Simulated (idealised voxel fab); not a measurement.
process module | voxel self aligned vias
cross-section cut | 280 nm wide | cells 5 nm
A cross-section is a grid of square cells, given in bands from the top down. A band is one or more rows of cells.
Each band's line starts with the height of the band's top and of its bottom, in nm. Then come its materials from left to right, each with its width in nm. One material with "throughout" fills the band from edge to edge. "air" is empty space.
Height 0 is the level under which the wafer as received is all one material. The lowest band goes on downwards, as in "0 down".
A width such as "30 to 40" changes by the same amount from each row of cells to the next, from the band's top row to its bottom row.
"no change" after a step means that no cell of the cross-section changed.
closed voids: empty space of 8 cells or more with no open way to the top, each as width x height at its distance from the left edge, in nm
after a step's settings: what the simulator itself notes on the step
overlay nm, on a step with a mask: how far to the right of its planned place the mask lay; to the left if negative
plan
1 op RECEIVE | material Si
2 op CONFORMAL_DEP | material SiO2 | thk nm 10
3 op CONFORMAL_DEP | material SiCN | thk nm 5
4 op DIRECTIONAL_DEP | material lowk | thk nm 25
5 op MASKED_ETCH | tone open | mask id LINES | width nm 20 | pitch nm 50 | etch materials lowk | depth nm 25 | overlay nm 0
6 op CONFORMAL_DEP | material TiN | thk nm 5
7 op FILL_DEP | material Ru | thk nm 10
8 op CMP | height nm 40
9 op SELECTIVE_ETCH | etch materials W Ru TiN | depth nm 5
10 op FILL_DEP | material SiN | thk nm 5
11 op CMP | height nm 40
12 op DIRECTIONAL_DEP | material lowk | thk nm 20
13 op DIRECTIONAL_DEP | material aC | thk nm 15
14 op PATTERN | tone open | mask id VIAS | material resist | width nm 30 | pitch nm 100 | thk nm 30 | overlay nm 0
15 op DIRECTIONAL_ETCH | etch materials aC | depth nm 15
16 op STRIP | etch materials resist
17 op DIRECTIONAL_ETCH | etch materials lowk | depth nm 20
18 op DIRECTIONAL_ETCH | etch materials SiN | depth nm 5
19 op STRIP | etch materials aC
20 op CONFORMAL_DEP | material TiN | thk nm 5
21 op FILL_DEP | material Ru | thk nm 5
22 op CMP | height nm 60
23 op CONFORMAL_DEP | material SiN | thk nm 5
as received, after step 1
  0 down: Si throughout
  closed voids: none
first wafer at the end, as planned
  65 to 60: SiN throughout
  60 to 45: lowk 75 | TiN 5 | Ru 20 | TiN 5 | lowk 70 | TiN 5 | Ru 20 | TiN 5 | lowk 75
  45 to 40: lowk 75 | TiN 10 | Ru 10 | TiN 10 | lowk 70 | TiN 10 | Ru 10 | TiN 10 | lowk 75
  40 to 35: lowk 80 | TiN 20 | lowk 30 | SiN 20 | lowk 30 | TiN 20 | lowk 80
  35 to 20: lowk 80 | TiN 5 | Ru 10 | TiN 5 | lowk 30 | TiN 5 | Ru 10 | TiN 5 | lowk 30 | TiN 5 | Ru 10 | TiN 5 | lowk 80
  20 to 15: lowk 80 | TiN 20 | lowk 30 | TiN 20 | lowk 30 | TiN 20 | lowk 80
  15 to 10: SiCN throughout
  10 to 0: SiO2 throughout
  0 down: Si throughout
  closed voids: none
second wafer at the end: like start, like plan, one mistake
  65 to 60: SiN throughout
  60 to 40: lowk 75 | TiN 5 | Ru 20 | TiN 5 | lowk 70 | TiN 5 | Ru 20 | TiN 5 | lowk 75
  40 to 35: SiN 75 | TiN 30 | SiN 70 | TiN 30 | SiN 75
  35 to 30: TiN 85 | Ru 10 | TiN 40 | Ru 10 | TiN 40 | Ru 10 | TiN 85
  30 to 10: lowk 80 | TiN 5 | Ru 10 | TiN 5 | lowk 30 | TiN 5 | Ru 10 | TiN 5 | lowk 30 | TiN 5 | Ru 10 | TiN 5 | lowk 80
  10 to 5: lowk 80 | TiN 20 | lowk 30 | TiN 20 | lowk 30 | TiN 20 | lowk 80
  5 to 0: SiCN throughout
  0 down: Si throughout
  closed voids: none
what went wrong: step 2 was left out
at the end the second wafer has, in cells: 16 more of Ru | 40 more of SiN | 112 fewer of SiO2 | 56 more of TiN
